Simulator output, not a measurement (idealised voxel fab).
Process module, titled voxel ribs on slabs
FYI the section here is cut, 295 nm wide, cells are 5 nm squares.
Cross-section format: a grid of square cells, given as bands from top to bottom; each band is one or more rows of cells.
Heads up on the band format: heights come first, top then bottom, in nm. After that it's the materials left to right, each with its width in nm. A single material flagged "full width" fills the whole band edge to edge, and "air" means there's empty space there.
Where do heights start? At 0: under that level the wafer as delivered is made of one material only. And the lowest band has no floor; it just carries on downward, as in "0 -> down".
Read "30..40" as a graded width: first number on top, second number at the bottom, same change between each pair of neighbouring rows.
Reading "no modifications" for a step: not a cell of the cross-section changed in it.
What "Unvented voids" gives you is every empty space of 8 cells or more that is cut off from the top. Each appears as width x height at distance, with the distance taken from the left edge and width, height and distance all in nm.
Past the settings on a step's line: simulator remark, on that step.
"overlay nm" on a masked step: distance the mask lay right of its planned place, negative for left.
Each pair below shows a cross-section before one step and the cross-section after it, down to the lowest band that changed. The line under each pair gives the step between them, with its settings. The pairs can come from different runs of this module on the same starting wafer, so a pair continues from the pair above only where its "Before processing step" says so.
Before processing step:
> 0 -> down  Si full width
> Unvented voids: none
Sectional Result:
> 25 -> 0  SiO2 full width
> Anything lower than 0 is untouched.
> Unvented voids: none
Process step bridging the above cross-sections: DIRECTIONAL_DEP, material SiO2, thk nm 25
Before processing step: it's just the after picture from the pair right above this one.
Sectional Result:
> 40 -> 25  polySi full width
> Anything lower than 25 is untouched.
> Unvented voids: none
Process step bridging the above cross-sections: DIRECTIONAL_DEP, material polySi, thk nm 15
Before processing step: it's just the after picture from the pair right above this one.
Sectional Result:
> 55 -> 40  air 130 nm | resist 30 nm | air 135 nm
> Anything lower than 40 is untouched.
> Unvented voids: none
Process step bridging the above cross-sections: PATTERN, tone cover, mask id RIB, material resist, width nm 30, thk nm 15, overlay nm 0
Before processing step: it's just the after picture from the pair right above this one.
Sectional Result:
> 55 -> 40  air 130 nm | resist 30 nm | air 135 nm
> 40 -> 35  air 130 nm | polySi 30 nm | air 135 nm
> Anything lower than 35 is untouched.
> Unvented voids: none
Process step bridging the above cross-sections: DIRECTIONAL_ETCH, etch materials polySi, depth nm 5
Before processing step: it's just the after picture from the pair right above this one.
Sectional Result:
> 40 -> 35  air 130 nm | polySi 30 nm | air 135 nm
> Anything lower than 35 is untouched.
> Unvented voids: none
Process step bridging the above cross-sections: STRIP, etch materials resist
Before processing step: it's just the after picture from the pair right above this one.
Sectional Result:
> 40 -> 35  air 130 nm | polySi 30 nm | air 135 nm
> 35 -> 25  air 115 nm | polySi 60 nm | air 120 nm
> Anything lower than 25 is untouched.
> Unvented voids: none
Process step bridging the above cross-sections: MASKED_ETCH, tone cover, mask id SLAB, width nm 60, etch materials polySi, depth nm 10, overlay nm 0
Before processing step: it's just the after picture from the pair right above this one.
Sectional Result:
> 60 -> 40  SiO2 full width
> 40 -> 35  SiO2 130 nm | polySi 30 nm | SiO2 135 nm
> 35 -> 25  SiO2 115 nm | polySi 60 nm | SiO2 120 nm
> Anything lower than 25 is untouched.
> Unvented voids: none
Process step bridging the above cross-sections: FILL_DEP, material SiO2, thk nm 20
Before processing step: it's just the after picture from the pair right above this one.
Sectional Result:
> 55 -> 40  SiO2 full width
> Anything lower than 40 is untouched.
> Unvented voids: none
Process step bridging the above cross-sections: CMP, height nm 55
Before processing step: it's just the after picture from the pair right above this one.
Sectional Result:
> 60 -> 55  TiN full width
> Anything lower than 55 is untouched.
> Unvented voids: none
Process step bridging the above cross-sections: DIRECTIONAL_DEP, material TiN, thk nm 5
Before processing step: it's just the after picture from the pair right above this one.
Sectional Result:
> 60 -> 55  air 125 nm | TiN 40 nm | air 130 nm
> Anything lower than 55 is untouched.
> Unvented voids: none
Process step bridging the above cross-sections: MASKED_ETCH, tone cover, mask id HEATER, width nm 40, etch materials TiN, depth nm 5, overlay nm 0
Before processing step: it's just the after picture from the pair right above this one.
Sectional Result:
> 65 -> 60  air 120 nm | SiN 50 nm | air 125 nm
> 60 -> 55  SiN 125 nm | TiN 40 nm | SiN 130 nm
> Anything lower than 55 is untouched.
> Unvented voids: none
Process step bridging the above cross-sections: CONFORMAL_DEP, material SiN, thk nm 5
Before processing step:
> 25 -> 0  SiO2 full width
> 0 -> down  Si full width
> Unvented voids: none
Sectional Result:
> 50 -> 0  SiO2 full width
> Anything lower than 0 is untouched.
> Unvented voids: none
Process step bridging the above cross-sections: DIRECTIONAL_DEP, material SiO2, thk nm 25
Before processing step: it's just the after picture from the pair right above this one.
Sectional Result:
> 65 -> 50  polySi full width
> Anything lower than 50 is untouched.
> Unvented voids: none
Process step bridging the above cross-sections: DIRECTIONAL_DEP, material polySi, thk nm 15
Before processing step: it's just the after picture from the pair right above this one.
Sectional Result:
> 80 -> 65  air 130 nm | resist 30 nm | air 135 nm
> Anything lower than 65 is untouched.
> Unvented voids: none
Process step bridging the above cross-sections: PATTERN, tone cover, mask id RIB, material resist, width nm 30, thk nm 15, overlay nm 0
Before processing step: it's just the after picture from the pair right above this one.
Sectional Result:
> 80 -> 65  air 130 nm | resist 30 nm | air 135 nm
> 65 -> 60  air 130 nm | polySi 30 nm | air 135 nm
> Anything lower than 60 is untouched.
> Unvented voids: none
Process step bridging the above cross-sections: DIRECTIONAL_ETCH, etch materials polySi, depth nm 5
Before processing step: it's just the after picture from the pair right above this one.
Sectional Result:
> 65 -> 60  air 130 nm | polySi 30 nm | air 135 nm
> Anything lower than 60 is untouched.
> Unvented voids: none
Process step bridging the above cross-sections: STRIP, etch materials resist
Before processing step: it's just the after picture from the pair right above this one.
Sectional Result:
> 65 -> 60  air 130 nm | polySi 30 nm | air 135 nm
> 60 -> 50  air 115 nm | polySi 60 nm | air 120 nm
> Anything lower than 50 is untouched.
> Unvented voids: none
Process step bridging the above cross-sections: MASKED_ETCH, tone cover, mask id SLAB, width nm 60, etch materials polySi, depth nm 10, overlay nm 0
Before processing step: it's just the after picture from the pair right above this one.
Sectional Result:
> 85 -> 65  SiO2 full width
> 65 -> 60  SiO2 130 nm | polySi 30 nm | SiO2 135 nm
> 60 -> 50  SiO2 115 nm | polySi 60 nm | SiO2 120 nm
> Anything lower than 50 is untouched.
> Unvented voids: none
Process step bridging the above cross-sections: FILL_DEP, material SiO2, thk nm 20
Before processing step: it's just the after picture from the pair right above this one.
Sectional Result:
> 55 -> 50  SiO2 115 nm | polySi 60 nm | SiO2 120 nm
> Anything lower than 50 is untouched.
> Unvented voids: none
Process step bridging the above cross-sections: CMP, height nm 55
Before processing step: it's just the after picture from the pair right above this one.
Sectional Result:
> 60 -> 55  TiN full width
> Anything lower than 55 is untouched.
> Unvented voids: none
Process step bridging the above cross-sections: DIRECTIONAL_DEP, material TiN, thk nm 5
Before processing step: it's just the after picture from the pair right above this one.
Sectional Result:
> 60 -> 55  air 125 nm | TiN 40 nm | air 130 nm
> Anything lower than 55 is untouched.
> Unvented voids: none
Process step bridging the above cross-sections: MASKED_ETCH, tone cover, mask id HEATER, width nm 40, etch materials TiN, depth nm 5, overlay nm 0
Before processing step: it's just the after picture from the pair right above this one.
Sectional Result:
> 65 -> 60  air 120 nm | SiN 50 nm | air 125 nm
> 60 -> 55  SiN 125 nm | TiN 40 nm | SiN 130 nm
> Anything lower than 55 is untouched.
> Unvented voids: none
Process step bridging the above cross-sections: CONFORMAL_DEP, material SiN, thk nm 5
Before processing step:
> 0 -> down  Si full width
> Unvented voids: none
Sectional Result:
> 15 -> 0  polySi full width
> Anything lower than 0 is untouched.
> Unvented voids: none
Process step bridging the above cross-sections: DIRECTIONAL_DEP, material polySi, thk nm 15
Before processing step: it's just the after picture from the pair right above this one.
Sectional Result:
> 40 -> 15  SiO2 full width
> Anything lower than 15 is untouched.
> Unvented voids: none
Process step bridging the above cross-sections: DIRECTIONAL_DEP, material SiO2, thk nm 25
Before processing step: it's just the after picture from the pair right above this one.
Sectional Result:
> 55 -> 40  air 130 nm | resist 30 nm | air 135 nm
> Anything lower than 40 is untouched.
> Unvented voids: none
Process step bridging the above cross-sections: PATTERN, tone cover, mask id RIB, material resist, width nm 30, thk nm 15, overlay nm 0
Before processing step: it's just the after picture from the pair right above this one.
Sectional Result:
> 40 -> 15  SiO2 full width
> Anything lower than 15 is untouched.
> Unvented voids: none
Process step bridging the above cross-sections: STRIP, etch materials resist
Before processing step: it's just the after picture from the pair right above this one.
Sectional Result:
> 60 -> 15  SiO2 full width
> Anything lower than 15 is untouched.
> Unvented voids: none
Process step bridging the above cross-sections: FILL_DEP, material SiO2, thk nm 20
Before processing step: it's just the after picture from the pair right above this one.
Sectional Result:
> 55 -> 15  SiO2 full width
> Anything lower than 15 is untouched.
> Unvented voids: none
Process step bridging the above cross-sections: CMP, height nm 55
Before processing step: it's just the after picture from the pair right above this one.
Sectional Result:
> 60 -> 55  TiN full width
> Anything lower than 55 is untouched.
> Unvented voids: none
Process step bridging the above cross-sections: DIRECTIONAL_DEP, material TiN, thk nm 5
Before processing step: it's just the after picture from the pair right above this one.
Sectional Result:
> 60 -> 55  air 125 nm | TiN 40 nm | air 130 nm
> Anything lower than 55 is untouched.
> Unvented voids: none
Process step bridging the above cross-sections: MASKED_ETCH, tone cover, mask id HEATER, width nm 40, etch materials TiN, depth nm 5, overlay nm 0
Before processing step: it's just the after picture from the pair right above this one.
Sectional Result:
> 65 -> 60  air 120 nm | SiN 50 nm | air 125 nm
> 60 -> 55  SiN 125 nm | TiN 40 nm | SiN 130 nm
> Anything lower than 55 is untouched.
> Unvented voids: none
Process step bridging the above cross-sections: CONFORMAL_DEP, material SiN, thk nm 5
Before processing step:
> 25 -> 0  SiO2 full width
> 0 -> down  Si full width
> Unvented voids: none
Sectional Result:
> 45 -> 25  polySi full width
> Anything lower than 25 is untouched.
> Unvented voids: none
Process step bridging the above cross-sections: DIRECTIONAL_DEP, material polySi, thk nm 20
Before processing step: it's just the after picture from the pair right above this one.
Sectional Result:
> 60 -> 45  air 130 nm | resist 30 nm | air 135 nm
> Anything lower than 45 is untouched.
> Unvented voids: none
Process step bridging the above cross-sections: PATTERN, tone cover, mask id RIB, material resist, width nm 30, thk nm 15, overlay nm 0
Before processing step: it's just the after picture from the pair right above this one.
Sectional Result:
> 60 -> 45  air 130 nm | resist 30 nm | air 135 nm
> 45 -> 40  air 130 nm | polySi 30 nm | air 135 nm
> Anything lower than 40 is untouched.
> Unvented voids: none
Process step bridging the above cross-sections: DIRECTIONAL_ETCH, etch materials polySi, depth nm 5
Before processing step: it's just the after picture from the pair right above this one.
Sectional Result:
> 45 -> 40  air 130 nm | polySi 30 nm | air 135 nm
> Anything lower than 40 is untouched.
> Unvented voids: none
Process step bridging the above cross-sections: STRIP, etch materials resist
Before processing step: it's just the after picture from the pair right above this one.
Sectional Result:
> 45 -> 40  air 130 nm | polySi 30 nm | air 135 nm
> 40 -> 30  air 115 nm | polySi 60 nm | air 120 nm
> Anything lower than 30 is untouched.
> Unvented voids: none
Process step bridging the above cross-sections: MASKED_ETCH, tone cover, mask id SLAB, width nm 60, etch materials polySi, depth nm 10, overlay nm 0
Before processing step: it's just the after picture from the pair right above this one.
Sectional Result:
> 65 -> 45  SiO2 full width
> 45 -> 40  SiO2 130 nm | polySi 30 nm | SiO2 135 nm
> 40 -> 30  SiO2 115 nm | polySi 60 nm | SiO2 120 nm
> Anything lower than 30 is untouched.
> Unvented voids: none
Process step bridging the above cross-sections: FILL_DEP, material SiO2, thk nm 20
Before processing step: it's just the after picture from the pair right above this one.
Sectional Result:
> 55 -> 45  SiO2 full width
> Anything lower than 45 is untouched.
> Unvented voids: none
Process step bridging the above cross-sections: CMP, height nm 55
Before processing step: it's just the after picture from the pair right above this one.
Sectional Result:
> 60 -> 55  TiN full width
> Anything lower than 55 is untouched.
> Unvented voids: none
Process step bridging the above cross-sections: DIRECTIONAL_DEP, material TiN, thk nm 5
Before processing step: it's just the after picture from the pair right above this one.
Sectional Result:
> 60 -> 55  air 125 nm | TiN 40 nm | air 130 nm
> Anything lower than 55 is untouched.
> Unvented voids: none
Process step bridging the above cross-sections: MASKED_ETCH, tone cover, mask id HEATER, width nm 40, etch materials TiN, depth nm 5, overlay nm 0
Before processing step: it's just the after picture from the pair right above this one.
Sectional Result:
> 65 -> 60  air 120 nm | SiN 50 nm | air 125 nm
> 60 -> 55  SiN 125 nm | TiN 40 nm | SiN 130 nm
> Anything lower than 55 is untouched.
> Unvented voids: none
Process step bridging the above cross-sections: CONFORMAL_DEP, material SiN, thk nm 5
Before processing step:
> 40 -> 35  air 130 nm | polySi 30 nm | air 135 nm
> 35 -> 25  polySi full width
> 25 -> 0  SiO2 full width
> 0 -> down  Si full width
> Unvented voids: none
Sectional Result:
> 40 -> 35  air 130 nm | polySi 30 nm | air 135 nm
> 35 -> 25  air 120 nm | polySi 55 nm | air 120 nm
> Anything lower than 25 is untouched.
> Unvented voids: none
Process step bridging the above cross-sections: MASKED_ETCH, tone cover, mask id SLAB, width nm 55, etch materials polySi, depth nm 10, overlay nm 0
Before processing step: it's just the after picture from the pair right above this one.
Sectional Result:
> 60 -> 40  SiO2 full width
> 40 -> 35  SiO2 130 nm | polySi 30 nm | SiO2 135 nm
> 35 -> 25  SiO2 120 nm | polySi 55 nm | SiO2 120 nm
> Anything lower than 25 is untouched.
> Unvented voids: none
Process step bridging the above cross-sections: FILL_DEP, material SiO2, thk nm 20
Before processing step: it's just the after picture from the pair right above this one.
Sectional Result:
> 55 -> 40  SiO2 full width
> Anything lower than 40 is untouched.
> Unvented voids: none
Process step bridging the above cross-sections: CMP, height nm 55
Before processing step: it's just the after picture from the pair right above this one.
Sectional Result:
> 60 -> 55  TiN full width
> Anything lower than 55 is untouched.
> Unvented voids: none
Process step bridging the above cross-sections: DIRECTIONAL_DEP, material TiN, thk nm 5
Before processing step: it's just the after picture from the pair right above this one.
Sectional Result:
> 60 -> 55  air 125 nm | TiN 40 nm | air 130 nm
> Anything lower than 55 is untouched.
> Unvented voids: none
Process step bridging the above cross-sections: MASKED_ETCH, tone cover, mask id HEATER, width nm 40, etch materials TiN, depth nm 5, overlay nm 0
Before processing step: it's just the after picture from the pair right above this one.
Sectional Result:
> 65 -> 60  air 120 nm | SiN 50 nm | air 125 nm
> 60 -> 55  SiN 125 nm | TiN 40 nm | SiN 130 nm
> Anything lower than 55 is untouched.
> Unvented voids: none
Process step bridging the above cross-sections: CONFORMAL_DEP, material SiN, thk nm 5
Before processing step:
> 60 -> 55  TiN full width
> 55 -> 40  SiO2 full width
> 40 -> 35  SiO2 130 nm | polySi 30 nm | SiO2 135 nm
> 35 -> 25  SiO2 115 nm | polySi 60 nm | SiO2 120 nm
> 25 -> 0  SiO2 full width
> 0 -> down  Si full width
> Unvented voids: none
Sectional Result:
> 60 -> 55  air 135 nm | TiN 40 nm | air 120 nm
> Anything lower than 55 is untouched.
> Unvented voids: none
Process step bridging the above cross-sections: MASKED_ETCH, tone cover, mask id HEATER, width nm 40, etch materials TiN, depth nm 5, overlay nm 10
Before processing step: it's just the after picture from the pair right above this one.
Sectional Result:
> 65 -> 60  air 130 nm | SiN 50 nm | air 115 nm
> 60 -> 55  SiN 135 nm | TiN 40 nm | SiN 120 nm
> Anything lower than 55 is untouched.
> Unvented voids: none
Process step bridging the above cross-sections: CONFORMAL_DEP, material SiN, thk nm 5
Before processing step:
> 40 -> 35  air 130 nm | polySi 30 nm | air 135 nm
> 35 -> 25  air 115 nm | polySi 60 nm | air 120 nm
> 25 -> 0  SiO2 full width
> 0 -> down  Si full width
> Unvented voids: none
Sectional Result:
> 60 -> 25  polySi full width
> Anything lower than 25 is untouched.
> Unvented voids: none
Process step bridging the above cross-sections: FILL_DEP, material polySi, thk nm 20
Before processing step: it's just the after picture from the pair right above this one.
Sectional Result:
> 55 -> 25  polySi full width
> Anything lower than 25 is untouched.
> Unvented voids: none
Process step bridging the above cross-sections: CMP, height nm 55
Before processing step: it's just the after picture from the pair right above this one.
Sectional Result:
> 60 -> 55  TiN full width
> Anything lower than 55 is untouched.
> Unvented voids: none
Process step bridging the above cross-sections: DIRECTIONAL_DEP, material TiN, thk nm 5
Before processing step: it's just the after picture from the pair right above this one.
Sectional Result:
> 60 -> 55  air 125 nm | TiN 40 nm | air 130 nm
> Anything lower than 55 is untouched.
> Unvented voids: none
Process step bridging the above cross-sections: MASKED_ETCH, tone cover, mask id HEATER, width nm 40, etch materials TiN, depth nm 5, overlay nm 0
Before processing step: it's just the after picture from the pair right above this one.
Sectional Result:
> 65 -> 60  air 120 nm | SiN 50 nm | air 125 nm
> 60 -> 55  SiN 125 nm | TiN 40 nm | SiN 130 nm
> Anything lower than 55 is untouched.
> Unvented voids: none
Process step bridging the above cross-sections: CONFORMAL_DEP, material SiN, thk nm 5
Before processing step:
> 60 -> 55  TiN full width
> 55 -> 40  SiO2 full width
> 40 -> 35  SiO2 130 nm | polySi 30 nm | SiO2 135 nm
> 35 -> 25  SiO2 115 nm | polySi 60 nm | SiO2 120 nm
> 25 -> 0  SiO2 full width
> 0 -> down  Si full width
> Unvented voids: none
Sectional Result:
> 60 -> 55  TiN 125 nm | air 40 nm | TiN 130 nm
> Anything lower than 55 is untouched.
> Unvented voids: none
Process step bridging the above cross-sections: MASKED_ETCH, tone open, mask id HEATER, width nm 40, etch materials TiN, depth nm 5, overlay nm 0
Before processing step: it's just the after picture from the pair right above this one.
Sectional Result:
> 65 -> 60  SiN 130 nm | air 30 nm | SiN 135 nm
> 60 -> 55  TiN 125 nm | SiN 40 nm | TiN 130 nm
> Anything lower than 55 is untouched.
> Unvented voids: none
Process step bridging the above cross-sections: CONFORMAL_DEP, material SiN, thk nm 5
